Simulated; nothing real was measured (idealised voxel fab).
process module | voxel wiring stack
cross-section cut | 195 nm wide | cells 5 nm
A cross-section is a grid of square cells, given in bands from the top down. A band is one or more rows of cells.
Each band's line starts with the height of the band's top and of its bottom, in nm. Then come its materials from left to right, each with its width in nm. One material with "throughout" fills the band from edge to edge. "air" is empty space.
Height 0 is the level under which the wafer as received is all one material. The lowest band goes on downwards, as in "0 down".
A width such as "30 to 40" changes by the same amount from each row of cells to the next, from the band's top row to its bottom row.
"no change" after a step means that no cell of the cross-section changed.
closed voids: empty space of 8 cells or more with no open way to the top, each as width x height at its distance from the left edge, in nm
after a step's settings: what the simulator itself notes on the step
overlay nm, on a step with a mask: how far to the right of its planned place the mask lay; to the left if negative
Each pair below shows a cross-section before one step and the cross-section after it, down to the lowest band that changed. The line under each pair gives the step between them, with its settings. The pairs can come from different runs of this module on the same starting wafer, so a pair continues from the pair above only where its "before" says so.
before
  125 to 105: lowk 35 | air 30 | lowk 15 | air 30 | lowk 15 | air 30 | lowk 40
  105 to 90: lowk throughout
  90 to 85: SiCN throughout
  85 to 70: SiO2 35 | TiN 5 | W 20 | TiN 5 | SiO2 15 | TiN 5 | W 20 | TiN 5 | SiO2 15 | TiN 5 | W 20 | TiN 5 | SiO2 40
  70 to 65: SiCN 35 | TiN 30 | SiCN 15 | TiN 30 | SiCN 15 | TiN 30 | SiCN 40
  65 to 60: SiCN 35 | TiN 15 | SiCN 75 | TiN 15 | SiCN 55
  60 to 45: lowk throughout
  45 to 20: lowk 30 | SiN 5 | Ru 30 | SiN 5 | lowk 5 | SiN 5 | Ru 30 | SiN 5 | lowk 5 | SiN 5 | Ru 30 | SiN 5 | lowk 35
  20 to 15: SiN 35 | TiN 30 | SiN 15 | TiN 30 | SiN 15 | TiN 30 | SiN 40
  15 to 0: SiO2 throughout
  0 down: Si throughout
  closed voids: none
after
  145 to 125: resist 35 | air 15 | resist 75 | air 15 | resist 55
  125 to 105: lowk 35 | air 15 | resist 15 | lowk 15 | resist 30 | lowk 15 | air 15 | resist 15 | lowk 40
  below 105: unchanged
  closed voids: none
the step between: op PATTERN | tone open | mask id METAL_3_HOLES | material resist | width nm 15 | pitch nm 90 | thk nm 20 | overlay nm 0
before: the cross-section after the pair above
after
  145 to 125: resist 35 | air 15 | resist 75 | air 15 | resist 55
  125 to 105: lowk 35 | air 15 | resist 15 | lowk 15 | resist 30 | lowk 15 | air 15 | resist 15 | lowk 40
  105 to 90: lowk 35 | air 15 | lowk 75 | air 15 | lowk 55
  below 90: unchanged
  closed voids: none
the step between: op DIRECTIONAL_ETCH | etch materials lowk | depth nm 15
before: the cross-section after the pair above
after
  145 to 125: resist 35 | air 15 | resist 75 | air 15 | resist 55
  125 to 105: lowk 35 | air 15 | resist 15 | lowk 15 | resist 30 | lowk 15 | air 15 | resist 15 | lowk 40
  105 to 90: lowk 35 | air 15 | lowk 75 | air 15 | lowk 55
  90 to 85: SiCN 35 | air 15 | SiCN 75 | air 15 | SiCN 55
  below 85: unchanged
  closed voids: none
the step between: op DIRECTIONAL_ETCH | etch materials SiCN | depth nm 5
before: the cross-section after the pair above
after
  125 to 105: lowk 35 | air 30 | lowk 15 | air 30 | lowk 15 | air 30 | lowk 40
  below 105: unchanged
  closed voids: none
the step between: op STRIP | etch materials resist
before: the cross-section after the pair above
after
  130 to 125: TiN 40 | air 20 | TiN 25 | air 20 | TiN 25 | air 20 | TiN 45
  125 to 110: lowk 35 | TiN 5 | air 20 | TiN 5 | lowk 15 | TiN 5 | air 20 | TiN 5 | lowk 15 | TiN 5 | air 20 | TiN 5 | lowk 40
  110 to 105: lowk 35 | TiN 5 | air 5 | TiN 20 | lowk 15 | TiN 30 | lowk 15 | TiN 5 | air 5 | TiN 20 | lowk 40
  105 to 90: lowk 35 | TiN 5 | air 5 | TiN 5 | lowk 75 | TiN 5 | air 5 | TiN 5 | lowk 55
  90 to 85: SiCN 35 | TiN 15 | SiCN 75 | TiN 15 | SiCN 55
  below 85: unchanged
  closed voids: none
the step between: op CONFORMAL_DEP | material TiN | thk nm 5
before: the cross-section after the pair above
after
  140 to 130: Cu throughout
  130 to 125: TiN 40 | Cu 20 | TiN 25 | Cu 20 | TiN 25 | Cu 20 | TiN 45
  125 to 110: lowk 35 | TiN 5 | Cu 20 | TiN 5 | lowk 15 | TiN 5 | Cu 20 | TiN 5 | lowk 15 | TiN 5 | Cu 20 | TiN 5 | lowk 40
  110 to 105: lowk 35 | TiN 5 | Cu 5 | TiN 20 | lowk 15 | TiN 30 | lowk 15 | TiN 5 | Cu 5 | TiN 20 | lowk 40
  105 to 90: lowk 35 | TiN 5 | Cu 5 | TiN 5 | lowk 75 | TiN 5 | Cu 5 | TiN 5 | lowk 55
  below 90: unchanged
  closed voids: none
the step between: op FILL_DEP | material Cu | thk nm 10
before: the cross-section after the pair above
after
  125 to 110: lowk 35 | TiN 5 | Cu 20 | TiN 5 | lowk 15 | TiN 5 | Cu 20 | TiN 5 | lowk 15 | TiN 5 | Cu 20 | TiN 5 | lowk 40
  below 110: unchanged
  closed voids: none
the step between: op CMP | height nm 125
before: the cross-section after the pair above
after
  130 to 125: SiCN throughout
  below 125: unchanged
  closed voids: none
the step between: op CONFORMAL_DEP | material SiCN | thk nm 5
before
  80 to 70: Cu throughout
  70 to 65: TiN 40 | Cu 5 | TiN 85 | Cu 5 | TiN 60
  65 to 50: lowk 35 | TiN 5 | Cu 5 | TiN 5 | lowk 75 | TiN 5 | Cu 5 | TiN 5 | lowk 55
  50 to 45: SiCN 35 | TiN 15 | SiCN 75 | TiN 15 | SiCN 55
  45 to 20: lowk 30 | SiN 5 | Ru 30 | SiN 5 | lowk 5 | SiN 5 | Ru 30 | SiN 5 | lowk 5 | SiN 5 | Ru 30 | SiN 5 | lowk 35
  20 to 15: SiN 35 | TiN 30 | SiN 15 | TiN 30 | SiN 15 | TiN 30 | SiN 40
  15 to 0: SiO2 throughout
  0 down: Si throughout
  closed voids: none
after
  55 to 50: lowk 35 | TiN 5 | Cu 5 | TiN 5 | lowk 75 | TiN 5 | Cu 5 | TiN 5 | lowk 55
  below 50: unchanged
  closed voids: none
the step between: op CMP | height nm 55
before: the cross-section after the pair above
after
  60 to 55: SiCN throughout
  below 55: unchanged
  closed voids: none
the step between: op CONFORMAL_DEP | material SiCN | thk nm 5
before: the cross-section after the pair above
after
  75 to 60: SiO2 throughout
  below 60: unchanged
  closed voids: none
the step between: op DIRECTIONAL_DEP | material SiO2 | thk nm 15
before: the cross-section after the pair above
after
  75 to 60: SiO2 35 | air 30 | SiO2 15 | air 30 | SiO2 15 | air 30 | SiO2 40
  below 60: unchanged
  closed voids: none
the step between: op MASKED_ETCH | tone open | mask id METAL_2 | width nm 30 | pitch nm 45 | etch materials SiO2 | depth nm 15 | overlay nm 0
before: the cross-section after the pair above
after
  75 to 60: SiO2 35 | air 30 | SiO2 15 | air 30 | SiO2 15 | air 30 | SiO2 40
  60 to 55: SiCN 35 | air 30 | SiCN 15 | air 30 | SiCN 15 | air 30 | SiCN 40
  below 55: unchanged
  closed voids: none
the step between: op MASKED_ETCH | tone open | mask id METAL_2 | width nm 30 | pitch nm 45 | etch materials SiCN | depth nm 5 | overlay nm 0
before: the cross-section after the pair above
after
  80 to 75: TiN 40 | air 20 | TiN 25 | air 20 | TiN 25 | air 20 | TiN 45
  75 to 60: SiO2 35 | TiN 5 | air 20 | TiN 5 | SiO2 15 | TiN 5 | air 20 | TiN 5 | SiO2 15 | TiN 5 | air 20 | TiN 5 | SiO2 40
  60 to 55: SiCN 35 | TiN 30 | SiCN 15 | TiN 30 | SiCN 15 | TiN 30 | SiCN 40
  below 55: unchanged
  closed voids: none
the step between: op CONFORMAL_DEP | material TiN | thk nm 5
before: the cross-section after the pair above
after
  85 to 80: W throughout
  80 to 75: TiN 40 | W 20 | TiN 25 | W 20 | TiN 25 | W 20 | TiN 45
  75 to 60: SiO2 35 | TiN 5 | W 20 | TiN 5 | SiO2 15 | TiN 5 | W 20 | TiN 5 | SiO2 15 | TiN 5 | W 20 | TiN 5 | SiO2 40
  below 60: unchanged
  closed voids: none
the step between: op FILL_DEP | material W | thk nm 5
before: the cross-section after the pair above
after
  90 to 85: SiCN throughout
  below 85: unchanged
  closed voids: none
the step between: op CONFORMAL_DEP | material SiCN | thk nm 5
before: the cross-section after the pair above
after
  125 to 90: lowk throughout
  below 90: unchanged
  closed voids: none
the step between: op DIRECTIONAL_DEP | material lowk | thk nm 35
before: the cross-section after the pair above
after
  140 to 125: resist 35 | air 30 | resist 15 | air 30 | resist 15 | air 30 | resist 40
  below 125: unchanged
  closed voids: none
the step between: op PATTERN | tone open | mask id METAL_3 | material resist | width nm 30 | pitch nm 45 | thk nm 15 | overlay nm 0
before: the cross-section after the pair above
after
  140 to 125: resist 35 | air 30 | resist 15 | air 30 | resist 15 | air 30 | resist 40
  125 to 105: lowk 35 | air 30 | lowk 15 | air 30 | lowk 15 | air 30 | lowk 40
  below 105: unchanged
  closed voids: none
the step between: op DIRECTIONAL_ETCH | etch materials lowk | depth nm 20
before: the cross-section after the pair above
after
  125 to 105: lowk 35 | air 30 | lowk 15 | air 30 | lowk 15 | air 30 | lowk 40
  below 105: unchanged
  closed voids: none
the step between: op STRIP | etch materials resist
before: the cross-section after the pair above
after
  145 to 125: resist 35 | air 15 | resist 75 | air 15 | resist 55
  125 to 105: lowk 35 | air 15 | resist 15 | lowk 15 | resist 30 | lowk 15 | air 15 | resist 15 | lowk 40
  below 105: unchanged
  closed voids: none
the step between: op PATTERN | tone open | mask id METAL_3_HOLES | material resist | width nm 15 | pitch nm 90 | thk nm 20 | overlay nm 0
before: the cross-section after the pair above
after
  145 to 125: resist 35 | air 15 | resist 75 | air 15 | resist 55
  125 to 105: lowk 35 | air 15 | resist 15 | lowk 15 | resist 30 | lowk 15 | air 15 | resist 15 | lowk 40
  105 to 90: lowk 35 | air 15 | lowk 75 | air 15 | lowk 55
  below 90: unchanged
  closed voids: none
the step between: op DIRECTIONAL_ETCH | etch materials lowk | depth nm 15
before: the cross-section after the pair above
after
  145 to 125: resist 35 | air 15 | resist 75 | air 15 | resist 55
  125 to 105: lowk 35 | air 15 | resist 15 | lowk 15 | resist 30 | lowk 15 | air 15 | resist 15 | lowk 40
  105 to 90: lowk 35 | air 15 | lowk 75 | air 15 | lowk 55
  90 to 85: SiCN 35 | air 15 | SiCN 75 | air 15 | SiCN 55
  below 85: unchanged
  closed voids: none
the step between: op DIRECTIONAL_ETCH | etch materials SiCN | depth nm 5
before: the cross-section after the pair above
after
  125 to 105: lowk 35 | air 30 | lowk 15 | air 30 | lowk 15 | air 30 | lowk 40
  below 105: unchanged
  closed voids: none
the step between: op STRIP | etch materials resist
before: the cross-section after the pair above
after
  130 to 125: TiN 40 | air 20 | TiN 25 | air 20 | TiN 25 | air 20 | TiN 45
  125 to 110: lowk 35 | TiN 5 | air 20 | TiN 5 | lowk 15 | TiN 5 | air 20 | TiN 5 | lowk 15 | TiN 5 | air 20 | TiN 5 | lowk 40
  110 to 105: lowk 35 | TiN 5 | air 5 | TiN 20 | lowk 15 | TiN 30 | lowk 15 | TiN 5 | air 5 | TiN 20 | lowk 40
  105 to 90: lowk 35 | TiN 5 | air 5 | TiN 5 | lowk 75 | TiN 5 | air 5 | TiN 5 | lowk 55
  90 to 85: SiCN 35 | TiN 15 | SiCN 75 | TiN 15 | SiCN 55
  below 85: unchanged
  closed voids: none
the step between: op CONFORMAL_DEP | material TiN | thk nm 5
before: the cross-section after the pair above
after
  140 to 130: Cu throughout
  130 to 125: TiN 40 | Cu 20 | TiN 25 | Cu 20 | TiN 25 | Cu 20 | TiN 45
  125 to 110: lowk 35 | TiN 5 | Cu 20 | TiN 5 | lowk 15 | TiN 5 | Cu 20 | TiN 5 | lowk 15 | TiN 5 | Cu 20 | TiN 5 | lowk 40
  110 to 105: lowk 35 | TiN 5 | Cu 5 | TiN 20 | lowk 15 | TiN 30 | lowk 15 | TiN 5 | Cu 5 | TiN 20 | lowk 40
  105 to 90: lowk 35 | TiN 5 | Cu 5 | TiN 5 | lowk 75 | TiN 5 | Cu 5 | TiN 5 | lowk 55
  below 90: unchanged
  closed voids: none
the step between: op FILL_DEP | material Cu | thk nm 10
before: the cross-section after the pair above
after
  125 to 110: lowk 35 | TiN 5 | Cu 20 | TiN 5 | lowk 15 | TiN 5 | Cu 20 | TiN 5 | lowk 15 | TiN 5 | Cu 20 | TiN 5 | lowk 40
  below 110: unchanged
  closed voids: none
the step between: op CMP | height nm 125
before: the cross-section after the pair above
after
  130 to 125: SiCN throughout
  below 125: unchanged
  closed voids: none
the step between: op CONFORMAL_DEP | material SiCN | thk nm 5
before
  85 to 70: SiO2 35 | air 30 | SiO2 15 | air 30 | SiO2 15 | air 30 | SiO2 40
  70 to 65: SiCN throughout
  65 to 50: lowk 35 | TiN 5 | Cu 5 | TiN 5 | lowk 75 | TiN 5 | Cu 5 | TiN 5 | lowk 55
  50 to 45: SiCN 35 | TiN 15 | SiCN 75 | TiN 15 | SiCN 55
  45 to 20: lowk 30 | SiN 5 | Ru 30 | SiN 5 | lowk 5 | SiN 5 | Ru 30 | SiN 5 | lowk 5 | SiN 5 | Ru 30 | SiN 5 | lowk 35
  20 to 15: SiN 35 | TiN 30 | SiN 15 | TiN 30 | SiN 15 | TiN 30 | SiN 40
  15 to 0: SiO2 throughout
  0 down: Si throughout
  closed voids: none
after
  85 to 70: SiO2 35 | air 30 | SiO2 15 | air 30 | SiO2 15 | air 30 | SiO2 40
  70 to 65: SiCN 40 | air 20 | SiCN 25 | air 20 | SiCN 25 | air 20 | SiCN 45
  below 65: unchanged
  closed voids: none
the step between: op MASKED_ETCH | tone open | mask id METAL_2 | width nm 20 | pitch nm 45 | etch materials SiCN | depth nm 5 | overlay nm 0
before: the cross-section after the pair above
after
  90 to 85: TiN 40 | air 20 | TiN 25 | air 20 | TiN 25 | air 20 | TiN 45
  85 to 75: SiO2 35 | TiN 5 | air 20 | TiN 5 | SiO2 15 | TiN 5 | air 20 | TiN 5 | SiO2 15 | TiN 5 | air 20 | TiN 5 | SiO2 40
  75 to 70: SiO2 35 | TiN 10 | air 10 | TiN 10 | SiO2 15 | TiN 10 | air 10 | TiN 10 | SiO2 15 | TiN 10 | air 10 | TiN 10 | SiO2 40
  70 to 65: SiCN 40 | TiN 20 | SiCN 25 | TiN 20 | SiCN 25 | TiN 20 | SiCN 45
  below 65: unchanged
  closed voids: none
the step between: op CONFORMAL_DEP | material TiN | thk nm 5
before: the cross-section after the pair above
after
  95 to 90: W throughout
  90 to 85: TiN 40 | W 20 | TiN 25 | W 20 | TiN 25 | W 20 | TiN 45
  85 to 75: SiO2 35 | TiN 5 | W 20 | TiN 5 | SiO2 15 | TiN 5 | W 20 | TiN 5 | SiO2 15 | TiN 5 | W 20 | TiN 5 | SiO2 40
  75 to 70: SiO2 35 | TiN 10 | W 10 | TiN 10 | SiO2 15 | TiN 10 | W 10 | TiN 10 | SiO2 15 | TiN 10 | W 10 | TiN 10 | SiO2 40
  below 70: unchanged
  closed voids: none
the step between: op FILL_DEP | material W | thk nm 5
before: the cross-section after the pair above
after
  85 to 75: SiO2 35 | TiN 5 | W 20 | TiN 5 | SiO2 15 | TiN 5 | W 20 | TiN 5 | SiO2 15 | TiN 5 | W 20 | TiN 5 | SiO2 40
  below 75: unchanged
  closed voids: none
the step between: op CMP | height nm 85
before: the cross-section after the pair above
after
  90 to 85: SiCN throughout
  below 85: unchanged
  closed voids: none
the step between: op CONFORMAL_DEP | material SiCN | thk nm 5
before: the cross-section after the pair above
after
  125 to 90: lowk throughout
  below 90: unchanged
  closed voids: none
the step between: op DIRECTIONAL_DEP | material lowk | thk nm 35
before: the cross-section after the pair above
after
  140 to 125: resist 35 | air 30 | resist 15 | air 30 | resist 15 | air 30 | resist 40
  below 125: unchanged
  closed voids: none
the step between: op PATTERN | tone open | mask id METAL_3 | material resist | width nm 30 | pitch nm 45 | thk nm 15 | overlay nm 0
before: the cross-section after the pair above
after
  140 to 125: resist 35 | air 30 | resist 15 | air 30 | resist 15 | air 30 | resist 40
  125 to 105: lowk 35 | air 30 | lowk 15 | air 30 | lowk 15 | air 30 | lowk 40
  below 105: unchanged
  closed voids: none
the step between: op DIRECTIONAL_ETCH | etch materials lowk | depth nm 20
before: the cross-section after the pair above
after
  125 to 105: lowk 35 | air 30 | lowk 15 | air 30 | lowk 15 | air 30 | lowk 40
  below 105: unchanged
  closed voids: none
the step between: op STRIP | etch materials resist
before: the cross-section after the pair above
after
  145 to 125: resist 35 | air 15 | resist 75 | air 15 | resist 55
  125 to 105: lowk 35 | air 15 | resist 15 | lowk 15 | resist 30 | lowk 15 | air 15 | resist 15 | lowk 40
  below 105: unchanged
  closed voids: none
the step between: op PATTERN | tone open | mask id METAL_3_HOLES | material resist | width nm 15 | pitch nm 90 | thk nm 20 | overlay nm 0
before: the cross-section after the pair above
after
  145 to 125: resist 35 | air 15 | resist 75 | air 15 | resist 55
  125 to 105: lowk 35 | air 15 | resist 15 | lowk 15 | resist 30 | lowk 15 | air 15 | resist 15 | lowk 40
  105 to 90: lowk 35 | air 15 | lowk 75 | air 15 | lowk 55
  below 90: unchanged
  closed voids: none
the step between: op DIRECTIONAL_ETCH | etch materials lowk | depth nm 15
before: the cross-section after the pair above
after
  145 to 125: resist 35 | air 15 | resist 75 | air 15 | resist 55
  125 to 105: lowk 35 | air 15 | resist 15 | lowk 15 | resist 30 | lowk 15 | air 15 | resist 15 | lowk 40
  105 to 90: lowk 35 | air 15 | lowk 75 | air 15 | lowk 55
  90 to 85: SiCN 35 | air 15 | SiCN 75 | air 15 | SiCN 55
  below 85: unchanged
  closed voids: none
the step between: op DIRECTIONAL_ETCH | etch materials SiCN | depth nm 5
before: the cross-section after the pair above
after
  125 to 105: lowk 35 | air 30 | lowk 15 | air 30 | lowk 15 | air 30 | lowk 40
  below 105: unchanged
  closed voids: none
the step between: op STRIP | etch materials resist
before: the cross-section after the pair above
after
  130 to 125: TiN 40 | air 20 | TiN 25 | air 20 | TiN 25 | air 20 | TiN 45
  125 to 110: lowk 35 | TiN 5 | air 20 | TiN 5 | lowk 15 | TiN 5 | air 20 | TiN 5 | lowk 15 | TiN 5 | air 20 | TiN 5 | lowk 40
  110 to 105: lowk 35 | TiN 5 | air 5 | TiN 20 | lowk 15 | TiN 30 | lowk 15 | TiN 5 | air 5 | TiN 20 | lowk 40
  105 to 90: lowk 35 | TiN 5 | air 5 | TiN 5 | lowk 75 | TiN 5 | air 5 | TiN 5 | lowk 55
  90 to 85: SiCN 35 | TiN 15 | SiCN 75 | TiN 15 | SiCN 55
  below 85: unchanged
  closed voids: none
the step between: op CONFORMAL_DEP | material TiN | thk nm 5
before: the cross-section after the pair above
after
  140 to 130: Cu throughout
  130 to 125: TiN 40 | Cu 20 | TiN 25 | Cu 20 | TiN 25 | Cu 20 | TiN 45
  125 to 110: lowk 35 | TiN 5 | Cu 20 | TiN 5 | lowk 15 | TiN 5 | Cu 20 | TiN 5 | lowk 15 | TiN 5 | Cu 20 | TiN 5 | lowk 40
  110 to 105: lowk 35 | TiN 5 | Cu 5 | TiN 20 | lowk 15 | TiN 30 | lowk 15 | TiN 5 | Cu 5 | TiN 20 | lowk 40
  105 to 90: lowk 35 | TiN 5 | Cu 5 | TiN 5 | lowk 75 | TiN 5 | Cu 5 | TiN 5 | lowk 55
  below 90: unchanged
  closed voids: none
the step between: op FILL_DEP | material Cu | thk nm 10
before: the cross-section after the pair above
after
  125 to 110: lowk 35 | TiN 5 | Cu 20 | TiN 5 | lowk 15 | TiN 5 | Cu 20 | TiN 5 | lowk 15 | TiN 5 | Cu 20 | TiN 5 | lowk 40
  below 110: unchanged
  closed voids: none
the step between: op CMP | height nm 125
before: the cross-section after the pair above
after
  130 to 125: SiCN throughout
  below 125: unchanged
  closed voids: none
the step between: op CONFORMAL_DEP | material SiCN | thk nm 5
before
  125 to 105: lowk 35 | air 30 | lowk 15 | air 30 | lowk 15 | air 30 | lowk 40
  105 to 90: lowk throughout
  90 to 85: SiCN throughout
  85 to 70: SiO2 35 | TiN 5 | W 20 | TiN 5 | SiO2 15 | TiN 5 | W 20 | TiN 5 | SiO2 15 | TiN 5 | W 20 | TiN 5 | SiO2 40
  70 to 65: SiCN 35 | TiN 30 | SiCN 15 | TiN 30 | SiCN 15 | TiN 30 | SiCN 40
  65 to 50: lowk 35 | TiN 5 | Cu 5 | TiN 5 | lowk 75 | TiN 5 | Cu 5 | TiN 5 | lowk 55
  50 to 45: SiCN 35 | TiN 15 | SiCN 75 | TiN 15 | SiCN 55
  45 to 20: lowk 30 | SiN 5 | Ru 30 | SiN 5 | lowk 5 | SiN 5 | Ru 30 | SiN 5 | lowk 5 | SiN 5 | Ru 30 | SiN 5 | lowk 35
  20 to 15: SiN 35 | TiN 30 | SiN 15 | TiN 30 | SiN 15 | TiN 30 | SiN 40
  15 to 0: SiO2 throughout
  0 down: Si throughout
  closed voids: none
after
  145 to 125: resist 45 | air 15 | resist 75 | air 15 | resist 45
  125 to 105: lowk 35 | resist 10 | air 15 | resist 5 | lowk 15 | resist 30 | lowk 15 | resist 10 | air 15 | resist 5 | lowk 40
  below 105: unchanged
  closed voids: none
the step between: op PATTERN | tone open | mask id METAL_3_HOLES | material resist | width nm 15 | pitch nm 90 | thk nm 20 | overlay nm 10
before: the cross-section after the pair above
after
  145 to 125: resist 45 | air 15 | resist 75 | air 15 | resist 45
  125 to 105: lowk 35 | resist 10 | air 15 | resist 5 | lowk 15 | resist 30 | lowk 15 | resist 10 | air 15 | resist 5 | lowk 40
  105 to 90: lowk 45 | air 15 | lowk 75 | air 15 | lowk 45
  below 90: unchanged
  closed voids: none
the step between: op DIRECTIONAL_ETCH | etch materials lowk | depth nm 15
before: the cross-section after the pair above
after
  145 to 125: resist 45 | air 15 | resist 75 | air 15 | resist 45
  125 to 105: lowk 35 | resist 10 | air 15 | resist 5 | lowk 15 | resist 30 | lowk 15 | resist 10 | air 15 | resist 5 | lowk 40
  105 to 90: lowk 45 | air 15 | lowk 75 | air 15 | lowk 45
  90 to 85: SiCN 45 | air 15 | SiCN 75 | air 15 | SiCN 45
  below 85: unchanged
  closed voids: none
the step between: op DIRECTIONAL_ETCH | etch materials SiCN | depth nm 5
before: the cross-section after the pair above
after
  125 to 105: lowk 35 | air 30 | lowk 15 | air 30 | lowk 15 | air 30 | lowk 40
  below 105: unchanged
  closed voids: none
the step between: op STRIP | etch materials resist
before: the cross-section after the pair above
after
  130 to 125: TiN 40 | air 20 | TiN 25 | air 20 | TiN 25 | air 20 | TiN 45
  125 to 110: lowk 35 | TiN 5 | air 20 | TiN 5 | lowk 15 | TiN 5 | air 20 | TiN 5 | lowk 15 | TiN 5 | air 20 | TiN 5 | lowk 40
  110 to 105: lowk 35 | TiN 15 | air 5 | TiN 10 | lowk 15 | TiN 30 | lowk 15 | TiN 15 | air 5 | TiN 10 | lowk 40
  105 to 90: lowk 45 | TiN 5 | air 5 | TiN 5 | lowk 75 | TiN 5 | air 5 | TiN 5 | lowk 45
  90 to 85: SiCN 45 | TiN 15 | SiCN 75 | TiN 15 | SiCN 45
  below 85: unchanged
  closed voids: none
the step between: op CONFORMAL_DEP | material TiN | thk nm 5
before: the cross-section after the pair above
after
  140 to 130: Cu throughout
  130 to 125: TiN 40 | Cu 20 | TiN 25 | Cu 20 | TiN 25 | Cu 20 | TiN 45
  125 to 110: lowk 35 | TiN 5 | Cu 20 | TiN 5 | lowk 15 | TiN 5 | Cu 20 | TiN 5 | lowk 15 | TiN 5 | Cu 20 | TiN 5 | lowk 40
  110 to 105: lowk 35 | TiN 15 | Cu 5 | TiN 10 | lowk 15 | TiN 30 | lowk 15 | TiN 15 | Cu 5 | TiN 10 | lowk 40
  105 to 90: lowk 45 | TiN 5 | Cu 5 | TiN 5 | lowk 75 | TiN 5 | Cu 5 | TiN 5 | lowk 45
  below 90: unchanged
  closed voids: none
the step between: op FILL_DEP | material Cu | thk nm 10
before: the cross-section after the pair above
after
  125 to 110: lowk 35 | TiN 5 | Cu 20 | TiN 5 | lowk 15 | TiN 5 | Cu 20 | TiN 5 | lowk 15 | TiN 5 | Cu 20 | TiN 5 | lowk 40
  below 110: unchanged
  closed voids: none
the step between: op CMP | height nm 125
before: the cross-section after the pair above
after
  130 to 125: SiCN throughout
  below 125: unchanged
  closed voids: none
the step between: op CONFORMAL_DEP | material SiCN | thk nm 5
before
  85 to 70: SiO2 35 | air 30 | SiO2 15 | air 30 | SiO2 15 | air 30 | SiO2 40
  70 to 65: SiCN 35 | air 30 | SiCN 15 | air 30 | SiCN 15 | air 30 | SiCN 40
  65 to 50: lowk 35 | TiN 5 | Cu 5 | TiN 5 | lowk 75 | TiN 5 | Cu 5 | TiN 5 | lowk 55
  50 to 45: SiCN 35 | TiN 15 | SiCN 75 | TiN 15 | SiCN 55
  45 to 20: lowk 30 | SiN 5 | Ru 30 | SiN 5 | lowk 5 | SiN 5 | Ru 30 | SiN 5 | lowk 5 | SiN 5 | Ru 30 | SiN 5 | lowk 35
  20 to 15: SiN 35 | TiN 30 | SiN 15 | TiN 30 | SiN 15 | TiN 30 | SiN 40
  15 to 0: SiO2 throughout
  0 down: Si throughout
  closed voids: none
after
  90 to 85: SiCN 40 | air 20 | SiCN 25 | air 20 | SiCN 25 | air 20 | SiCN 45
  85 to 70: SiO2 35 | SiCN 5 | air 20 | SiCN 5 | SiO2 15 | SiCN 5 | air 20 | SiCN 5 | SiO2 15 | SiCN 5 | air 20 | SiCN 5 | SiO2 40
  70 to 65: SiCN throughout
  below 65: unchanged
  closed voids: none
the step between: op CONFORMAL_DEP | material SiCN | thk nm 5
before: the cross-section after the pair above
after
  95 to 90: W throughout
  90 to 85: SiCN 40 | W 20 | SiCN 25 | W 20 | SiCN 25 | W 20 | SiCN 45
  85 to 70: SiO2 35 | SiCN 5 | W 20 | SiCN 5 | SiO2 15 | SiCN 5 | W 20 | SiCN 5 | SiO2 15 | SiCN 5 | W 20 | SiCN 5 | SiO2 40
  below 70: unchanged
  closed voids: none
the step between: op FILL_DEP | material W | thk nm 5
before: the cross-section after the pair above
after
  85 to 70: SiO2 35 | SiCN 5 | W 20 | SiCN 5 | SiO2 15 | SiCN 5 | W 20 | SiCN 5 | SiO2 15 | SiCN 5 | W 20 | SiCN 5 | SiO2 40
  below 70: unchanged
  closed voids: none
the step between: op CMP | height nm 85
before: the cross-section after the pair above
after
  90 to 85: SiCN throughout
  below 85: unchanged
  closed voids: none
the step between: op CONFORMAL_DEP | material SiCN | thk nm 5
before: the cross-section after the pair above
after
  125 to 90: lowk throughout
  below 90: unchanged
  closed voids: none
the step between: op DIRECTIONAL_DEP | material lowk | thk nm 35
before: the cross-section after the pair above
after
  140 to 125: resist 35 | air 30 | resist 15 | air 30 | resist 15 | air 30 | resist 40
  below 125: unchanged
  closed voids: none
the step between: op PATTERN | tone open | mask id METAL_3 | material resist | width nm 30 | pitch nm 45 | thk nm 15 | overlay nm 0
before: the cross-section after the pair above
after
  140 to 125: resist 35 | air 30 | resist 15 | air 30 | resist 15 | air 30 | resist 40
  125 to 105: lowk 35 | air 30 | lowk 15 | air 30 | lowk 15 | air 30 | lowk 40
  below 105: unchanged
  closed voids: none
the step between: op DIRECTIONAL_ETCH | etch materials lowk | depth nm 20
before: the cross-section after the pair above
after
  125 to 105: lowk 35 | air 30 | lowk 15 | air 30 | lowk 15 | air 30 | lowk 40
  below 105: unchanged
  closed voids: none
the step between: op STRIP | etch materials resist
before: the cross-section after the pair above
after
  145 to 125: resist 35 | air 15 | resist 75 | air 15 | resist 55
  125 to 105: lowk 35 | air 15 | resist 15 | lowk 15 | resist 30 | lowk 15 | air 15 | resist 15 | lowk 40
  below 105: unchanged
  closed voids: none
the step between: op PATTERN | tone open | mask id METAL_3_HOLES | material resist | width nm 15 | pitch nm 90 | thk nm 20 | overlay nm 0
before: the cross-section after the pair above
after
  145 to 125: resist 35 | air 15 | resist 75 | air 15 | resist 55
  125 to 105: lowk 35 | air 15 | resist 15 | lowk 15 | resist 30 | lowk 15 | air 15 | resist 15 | lowk 40
  105 to 90: lowk 35 | air 15 | lowk 75 | air 15 | lowk 55
  below 90: unchanged
  closed voids: none
the step between: op DIRECTIONAL_ETCH | etch materials lowk | depth nm 15
before: the cross-section after the pair above
after
  145 to 125: resist 35 | air 15 | resist 75 | air 15 | resist 55
  125 to 105: lowk 35 | air 15 | resist 15 | lowk 15 | resist 30 | lowk 15 | air 15 | resist 15 | lowk 40
  105 to 90: lowk 35 | air 15 | lowk 75 | air 15 | lowk 55
  90 to 85: SiCN 35 | air 15 | SiCN 75 | air 15 | SiCN 55
  below 85: unchanged
  closed voids: none
the step between: op DIRECTIONAL_ETCH | etch materials SiCN | depth nm 5
before: the cross-section after the pair above
after
  125 to 105: lowk 35 | air 30 | lowk 15 | air 30 | lowk 15 | air 30 | lowk 40
  below 105: unchanged
  closed voids: none
the step between: op STRIP | etch materials resist
before: the cross-section after the pair above
after
  130 to 125: TiN 40 | air 20 | TiN 25 | air 20 | TiN 25 | air 20 | TiN 45
  125 to 110: lowk 35 | TiN 5 | air 20 | TiN 5 | lowk 15 | TiN 5 | air 20 | TiN 5 | lowk 15 | TiN 5 | air 20 | TiN 5 | lowk 40
  110 to 105: lowk 35 | TiN 5 | air 5 | TiN 20 | lowk 15 | TiN 30 | lowk 15 | TiN 5 | air 5 | TiN 20 | lowk 40
  105 to 90: lowk 35 | TiN 5 | air 5 | TiN 5 | lowk 75 | TiN 5 | air 5 | TiN 5 | lowk 55
  90 to 85: SiCN 35 | TiN 15 | SiCN 75 | TiN 15 | SiCN 55
  below 85: unchanged
  closed voids: none
the step between: op CONFORMAL_DEP | material TiN | thk nm 5
